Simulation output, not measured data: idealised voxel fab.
process module | voxel trench capacitor
cross-section cut | 255 nm wide | cells 5 nm
A cross-section is a grid of square cells, given in bands from the top down. A band is one or more rows of cells.
Each band's line starts with the height of the band's top and of its bottom, in nm. Then come its materials from left to right, each with its width in nm. One material with "throughout" fills the band from edge to edge. "air" is empty space.
Height 0 is the level under which the wafer as received is all one material. The lowest band goes on downwards, as in "0 down".
A width such as "30 to 40" changes by the same amount from each row of cells to the next, from the band's top row to its bottom row.
"no change" after a step means that no cell of the cross-section changed.
closed voids: empty space of 8 cells or more with no open way to the top, each as width x height at its distance from the left edge, in nm
after a step's settings: what the simulator itself notes on the step
overlay nm, on a step with a mask: how far to the right of its planned place the mask lay; to the left if negative
plan
1 op RECEIVE | material Si
2 op CONFORMAL_DEP | material SiN | thk nm 5
3 op PATTERN | tone open | mask id TRENCH | material resist | width nm 20 | pitch nm 40 | thk nm 15 | overlay nm 0
4 op DIRECTIONAL_ETCH | etch materials SiN | depth nm 5
5 op DIRECTIONAL_ETCH | etch materials Si | depth nm 35
6 op STRIP | etch materials resist
7 op CONFORMAL_DEP | material Al2O3 | thk nm 5
8 op FILL_DEP | material polySi | thk nm 5
9 op CMP | height nm 5
as received, after step 1
  0 down: Si throughout
  closed voids: none
first wafer at the end, as planned
  5 to 0: SiN 55 | Al2O3 5 | polySi 10 | Al2O3 5 | SiN 20 | Al2O3 5 | polySi 10 | Al2O3 5 | SiN 20 | Al2O3 5 | polySi 10 | Al2O3 5 | SiN 20 | Al2O3 5 | polySi 10 | Al2O3 5 | SiN 60
  0 to -30: Si 55 | Al2O3 5 | polySi 10 | Al2O3 5 | Si 20 | Al2O3 5 | polySi 10 | Al2O3 5 | Si 20 | Al2O3 5 | polySi 10 | Al2O3 5 | Si 20 | Al2O3 5 | polySi 10 | Al2O3 5 | Si 60
  -30 to -35: Si 55 | Al2O3 20 | Si 20 | Al2O3 20 | Si 20 | Al2O3 20 | Si 20 | Al2O3 20 | Si 60
  -35 down: Si throughout
  closed voids: none
second wafer at the end: like start, like plan, one mistake
  5 to 0: polySi 50 | Al2O3 5 | SiN 20 | Al2O3 5 | polySi 10 | Al2O3 5 | SiN 20 | Al2O3 5 | polySi 10 | Al2O3 5 | SiN 20 | Al2O3 5 | polySi 10 | Al2O3 5 | SiN 20 | Al2O3 5 | polySi 55
  0 to -30: polySi 50 | Al2O3 5 | Si 20 | Al2O3 5 | polySi 10 | Al2O3 5 | Si 20 | Al2O3 5 | polySi 10 | Al2O3 5 | Si 20 | Al2O3 5 | polySi 10 | Al2O3 5 | Si 20 | Al2O3 5 | polySi 55
  -30 to -35: Al2O3 55 | Si 20 | Al2O3 20 | Si 20 | Al2O3 20 | Si 20 | Al2O3 20 | Si 20 | Al2O3 60
  -35 down: Si throughout
  closed voids: none
what went wrong: step 3 ran as: op PATTERN | tone cover | mask id TRENCH | material resist | width nm 20 | pitch nm 40 | thk nm 15 | overlay nm 0
at the end the second wafer has, in cells: 19 more of Al2O3 | 133 fewer of Si | 19 fewer of SiN | 133 more of polySi
